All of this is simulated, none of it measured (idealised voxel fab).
voxel wiring stack: a process module
Displayed cross-section: cut, width of 265 nm, square cells sized 5 nm.
Think of the cross-section as a grid of square cells. We describe it in bands, top to bottom, and each band covers one or more rows of those cells. Look at the band entry: it leads with the top's height and the bottom's height in nm. Then it lists the materials left to right, with a width in nm for each. The word "edge to edge" on a single material says that material fills the band edge to edge. The word "blank" is empty space. Heights are expressed relative to 0, this being the level below which the as-received wafer comprises one material exclusively. The lowest band is unbounded in the downward direction and is denoted as in "z 0 and below". Read "30->40" as a graded width: first number on top, second number at the bottom, same change between each pair of neighbouring rows. What does "nothing got changed" mean for a step? It means no cell of the cross-section changed in that step. "Encapsulated voids" contains a list of empty spaces, each no smaller than 8 cells and without an open way to the top, written in the form width x height at distance with the distance from the left edge and all three in nm. Heads up: the bit after the settings on a step's line is the simulator's remark on that step. For masked steps, "overlay nm" on the step line gives how far right of plan the mask actually lay; a minus sign means it lay to the left.

### Steps in the process plan
1,op RECEIVE | material Si
2,op CONFORMAL_DEP | material SiO2 | thk nm 10
3,op CONFORMAL_DEP | material SiCN | thk nm 5
4,op DIRECTIONAL_DEP | material lowk | thk nm 20
5,op DIRECTIONAL_DEP | material aC | thk nm 15
6,op PATTERN | tone open | mask id METAL_1 | material resist | width nm 20 | pitch nm 45 | thk nm 35 | overlay nm 0
7,op DIRECTIONAL_ETCH | etch materials aC | depth nm 15
8,op STRIP | etch materials resist
9,op DIRECTIONAL_ETCH | etch materials lowk | depth nm 20
10,op DIRECTIONAL_ETCH | etch materials SiCN | depth nm 5
11,op STRIP | etch materials aC
12,op CONFORMAL_DEP | material TiN | thk nm 5
13,op FILL_DEP | material Cu | thk nm 10
14,op CMP | height nm 35
15,op EPI | material Ru | thk nm 5
16,op FILL_DEP | material SiCN | thk nm 5
17,op DIRECTIONAL_DEP | material lowk | thk nm 10
18,op MASKED_ETCH | tone open | mask id PLUG_1 | width nm 15 | pitch nm 45 | etch materials lowk | depth nm 10 | overlay nm 0
19,op MASKED_ETCH | tone open | mask id PLUG_1 | width nm 15 | pitch nm 45 | etch materials SiCN | depth nm 5 | overlay nm 0
20,op CONFORMAL_DEP | material TiN | thk nm 5
21,op FILL_DEP | material Cu | thk nm 5
22,op CMP | height nm 55
23,op CONFORMAL_DEP | material SiCN | thk nm 5
24,op DIRECTIONAL_DEP | material lowk | thk nm 25
25,op MASKED_ETCH | tone open | mask id METAL_2 | width nm 20 | pitch nm 45 | etch materials lowk | depth nm 25 | overlay nm 0
26,op MASKED_ETCH | tone open | mask id METAL_2 | width nm 20 | pitch nm 45 | etch materials SiCN | depth nm 5 | overlay nm 0
27,op CONFORMAL_DEP | material TiN | thk nm 5
28,op FILL_DEP | material Cu | thk nm 10
29,op CMP | height nm 85
30,op CONFORMAL_DEP | material SiCN | thk nm 5
31,op DIRECTIONAL_DEP | material lowk | thk nm 10
32,op PATTERN | tone open | mask id PLUG_2 | material resist | width nm 15 | pitch nm 45 | thk nm 20 | overlay nm 0
33,op DIRECTIONAL_ETCH | etch materials lowk | depth nm 10
34,op DIRECTIONAL_ETCH | etch materials SiCN | depth nm 5
35,op STRIP | etch materials resist
36,op CONFORMAL_DEP | material TiN | thk nm 5
37,op FILL_DEP | material W | thk nm 10
38,op CMP | height nm 100
39,op DIRECTIONAL_DEP | material TiN | thk nm 5
40,op DIRECTIONAL_DEP | material Ru | thk nm 20
41,op MASKED_ETCH | tone cover | mask id METAL_3 | width nm 20 | pitch nm 45 | etch materials Ru | depth nm 20 | overlay nm 0
42,op MASKED_ETCH | tone cover | mask id METAL_3 | width nm 20 | pitch nm 45 | etch materials TiN | depth nm 5 | overlay nm 0
43,op CONFORMAL_DEP | material SiN | thk nm 5
44,op FILL_DEP | material lowk | thk nm 5
45,op CMP | height nm 125
46,op CONFORMAL_DEP | material SiCN | thk nm 5
47,op DIRECTIONAL_DEP | material lowk | thk nm 20
48,op DIRECTIONAL_DEP | material aC | thk nm 15
49,op PATTERN | tone open | mask id PLUG_3 | material resist | width nm 15 | thk nm 30 | overlay nm 0
50,op DIRECTIONAL_ETCH | etch materials aC | depth nm 15
51,op STRIP | etch materials resist
52,op DIRECTIONAL_ETCH | etch materials lowk | depth nm 20
53,op DIRECTIONAL_ETCH | etch materials SiCN | depth nm 5
54,op STRIP | etch materials aC
55,op CONFORMAL_DEP | material TiN | thk nm 5
56,op FILL_DEP | material W | thk nm 10
57,op CMP | height nm 150
58,op CONFORMAL_DEP | material SiN | thk nm 5
59,op DIRECTIONAL_DEP | material lowk | thk nm 15
60,op PATTERN | tone open | mask id METAL_4 | material resist | width nm 20 | pitch nm 45 | thk nm 15 | overlay nm 0
61,op DIRECTIONAL_ETCH | etch materials lowk | depth nm 15
62,op DIRECTIONAL_ETCH | etch materials SiN | depth nm 5
63,op STRIP | etch materials resist
64,op CONFORMAL_DEP | material TiN | thk nm 5
65,op FILL_DEP | material Cu | thk nm 10
66,op CMP | height nm 170
67,op CONFORMAL_DEP | material SiCN | thk nm 5

### As-received wafer cross-section (after step 1)
* z 0 and below | Si edge to edge
* Encapsulated voids: none

### End-of-module XS, first of two wafers, run as planned
* z 175 to 170 | SiCN edge to edge
* z 170 to 155 | lowk=100; TiN=5; Cu=10; TiN=5; lowk=25; TiN=5; Cu=10; TiN=5; lowk=100
* z 155 to 150 | SiN=100; TiN=20; SiN=25; TiN=20; SiN=100
* z 150 to 130 | lowk=100; TiN=5; W=5; TiN=5; lowk=150
* z 130 to 125 | SiCN=100; TiN=15; SiCN=150
* z 125 to 105 | lowk=95; SiN=5; Ru=20; SiN=5; lowk=15; SiN=5; Ru=20; SiN=5; lowk=95
* z 105 to 100 | SiN=100; TiN=20; SiN=25; TiN=20; SiN=100
* z 100 to 90 | lowk=100; TiN=5; W=5; TiN=5; lowk=30; TiN=5; W=5; TiN=5; lowk=105
* z 90 to 85 | SiCN=100; TiN=15; SiCN=30; TiN=15; SiCN=105
* z 85 to 60 | lowk=100; TiN=5; Cu=10; TiN=5; lowk=25; TiN=5; Cu=10; TiN=5; lowk=100
* z 60 to 55 | SiCN=100; TiN=20; SiCN=25; TiN=20; SiCN=100
* z 55 to 45 | lowk=100; TiN=5; Cu=5; TiN=5; lowk=30; TiN=5; Cu=5; TiN=5; lowk=105
* z 45 to 40 | SiCN=100; TiN=15; SiCN=30; TiN=15; SiCN=105
* z 40 to 35 | SiCN=95; Ru=30; SiCN=15; Ru=30; SiCN=95
* z 35 to 15 | lowk=100; TiN=5; Cu=10; TiN=5; lowk=25; TiN=5; Cu=10; TiN=5; lowk=100
* z 15 to 10 | SiCN=100; TiN=20; SiCN=25; TiN=20; SiCN=100
* z 10 to 0 | SiO2 edge to edge
* z 0 and below | Si edge to edge
* Encapsulated voids: none

### Cross-section, second wafer: same start as the first, same plan as the first, one mistake in running it; taken at the end of the module
* z 175 to 170 | SiCN edge to edge
* z 170 to 155 | lowk=100; TiN=5; Cu=10; TiN=5; lowk=25; TiN=5; Cu=10; TiN=5; lowk=100
* z 155 to 150 | SiN=100; TiN=20; SiN=25; TiN=20; SiN=100
* z 150 to 130 | lowk=90; TiN=5; W=5; TiN=5; lowk=160
* z 130 to 125 | SiCN=90; TiN=15; SiCN=160
* z 125 to 105 | lowk=95; SiN=5; Ru=20; SiN=5; lowk=15; SiN=5; Ru=20; SiN=5; lowk=95
* z 105 to 100 | SiN=100; TiN=20; SiN=25; TiN=20; SiN=100
* z 100 to 90 | lowk=100; TiN=5; W=5; TiN=5; lowk=30; TiN=5; W=5; TiN=5; lowk=105
* z 90 to 85 | SiCN=100; TiN=15; SiCN=30; TiN=15; SiCN=105
* z 85 to 60 | lowk=100; TiN=5; Cu=10; TiN=5; lowk=25; TiN=5; Cu=10; TiN=5; lowk=100
* z 60 to 55 | SiCN=100; TiN=20; SiCN=25; TiN=20; SiCN=100
* z 55 to 45 | lowk=100; TiN=5; Cu=5; TiN=5; lowk=30; TiN=5; Cu=5; TiN=5; lowk=105
* z 45 to 40 | SiCN=100; TiN=15; SiCN=30; TiN=15; SiCN=105
* z 40 to 35 | SiCN=95; Ru=30; SiCN=15; Ru=30; SiCN=95
* z 35 to 15 | lowk=100; TiN=5; Cu=10; TiN=5; lowk=25; TiN=5; Cu=10; TiN=5; lowk=100
* z 15 to 10 | SiCN=100; TiN=20; SiCN=25; TiN=20; SiCN=100
* z 10 to 0 | SiO2 edge to edge
* z 0 and below | Si edge to edge
* Encapsulated voids: none
Plan not followed: not per plan at step 49, really ran op PATTERN | tone open | mask id PLUG_3 | material resist | width nm 15 | thk nm 30 | overlay nm -10
When the process is done, the second wafer contains the same cell count of every material as the first wafer, but distributed over other locations.
